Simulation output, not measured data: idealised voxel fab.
process module | voxel gate over fins
Shown is cross-section cut, with a width of 290 nm and square cells of size 5 nm.
Each cross-section below is a grid of square cells, stated as bands in top-down order, with one or more rows of cells making up each band. What a band's entry tells you: where the top is and where the bottom is, as heights in nm, and after that what lies inside, material by material from left to right, each with its width in nm. Empty space is written as the word "empty", and a single material marked with the word "throughout" occupies the band from edge to edge. Counting heights begins at 0, where everything beneath is, in the wafer as received, one material. The lowest band has no bottom; it goes on downwards, as "0..down" shows. So if you see something like "30->40" for the width, read it as the top row of the band sitting at the first number and the bottom row at the second, with every row in between moving by the same amount as the last. You'll sometimes find "no alteration" written for a step, and that's the way of saying that nowhere in the cross-section did a cell change during that step. Voids not open to the top, 8 cells minimum: see "Closed-off voids". Written width x height at distance; distance is from the left edge; nm. That trailing text on a step's line, after the settings, is the simulator's own remark on the step. Steps that use a mask can have "overlay nm" on their line. It says how far the mask sat to the right of where it was meant to be. Negative means to the left.
Process steps (planned):
1,RECEIVE (material Si)
2,CONFORMAL_DEP (material SiN; thk nm 5)
3,PATTERN (tone cover; mask id FINS; material resist; width nm 15; pitch nm 45; thk nm 15; overlay nm 0)
4,DIRECTIONAL_ETCH (etch materials SiN; depth nm 5)
5,DIRECTIONAL_ETCH (etch materials Si; depth nm 30)
6,STRIP (etch materials resist)
7,OXIDIZE (depth nm 5)
8,FILL_DEP (material SiO2; thk nm 5)
9,CMP (height nm 5)
10,SELECTIVE_ETCH (etch materials SiO2; depth nm 15)
11,STRIP (etch materials SiN)
12,CONFORMAL_DEP (material HfO2; thk nm 5)
13,CONFORMAL_DEP (material TiN; thk nm 5)
14,FILL_DEP (material W; thk nm 15)
15,CMP (height nm 20)
16,CONFORMAL_DEP (material SiCN; thk nm 10)
Cross-section of the wafer at receipt, which is the condition after step 1:
  0..down = Si throughout
  Closed-off voids: none
First of two wafers, end-of-module section, run followed plan:
  30..20 = SiCN throughout
  20..10 = W throughout
  10..5 = W: 85 / TiN: 25 / W: 20 / TiN: 25 / W: 20 / TiN: 25 / W: 90
  5..0 = W: 85 / TiN: 5 / HfO2: 15 / TiN: 5 / W: 20 / TiN: 5 / HfO2: 15 / TiN: 5 / W: 20 / TiN: 5 / HfO2: 15 / TiN: 5 / W: 90
  0..-5 = TiN: 90 / HfO2: 5 / Si: 5 / HfO2: 5 / TiN: 30 / HfO2: 5 / Si: 5 / HfO2: 5 / TiN: 30 / HfO2: 5 / Si: 5 / HfO2: 5 / TiN: 95
  -5..-10 = HfO2: 95 / Si: 5 / HfO2: 40 / Si: 5 / HfO2: 40 / Si: 5 / HfO2: 100
  -10..-35 = SiO2: 95 / Si: 5 / SiO2: 40 / Si: 5 / SiO2: 40 / Si: 5 / SiO2: 100
  -35..down = Si throughout
  Closed-off voids: none
Wafer two, sectioned after the module: the first wafer's start, the first wafer's plan, and one mistake in how it was run:
  35..20 = SiCN throughout
  20..10 = W throughout
  10..5 = W: 85 / TiN: 25 / W: 20 / TiN: 25 / W: 20 / TiN: 25 / W: 90
  5..0 = W: 85 / TiN: 5 / HfO2: 15 / TiN: 5 / W: 20 / TiN: 5 / HfO2: 15 / TiN: 5 / W: 20 / TiN: 5 / HfO2: 15 / TiN: 5 / W: 90
  0..-5 = TiN: 90 / HfO2: 5 / Si: 5 / HfO2: 5 / TiN: 30 / HfO2: 5 / Si: 5 / HfO2: 5 / TiN: 30 / HfO2: 5 / Si: 5 / HfO2: 5 / TiN: 95
  -5..-10 = HfO2: 95 / Si: 5 / HfO2: 40 / Si: 5 / HfO2: 40 / Si: 5 / HfO2: 100
  -10..-35 = SiO2: 95 / Si: 5 / SiO2: 40 / Si: 5 / SiO2: 40 / Si: 5 / SiO2: 100
  -35..down = Si throughout
  Closed-off voids: none
Processing error: step 16 was run on a setting that differed from the plan, and what really ran there is CONFORMAL_DEP (material SiCN; thk nm 15)
The final cell counts differ between the wafers, with the second having more or fewer of some materials than the first: 58 more of SiCN
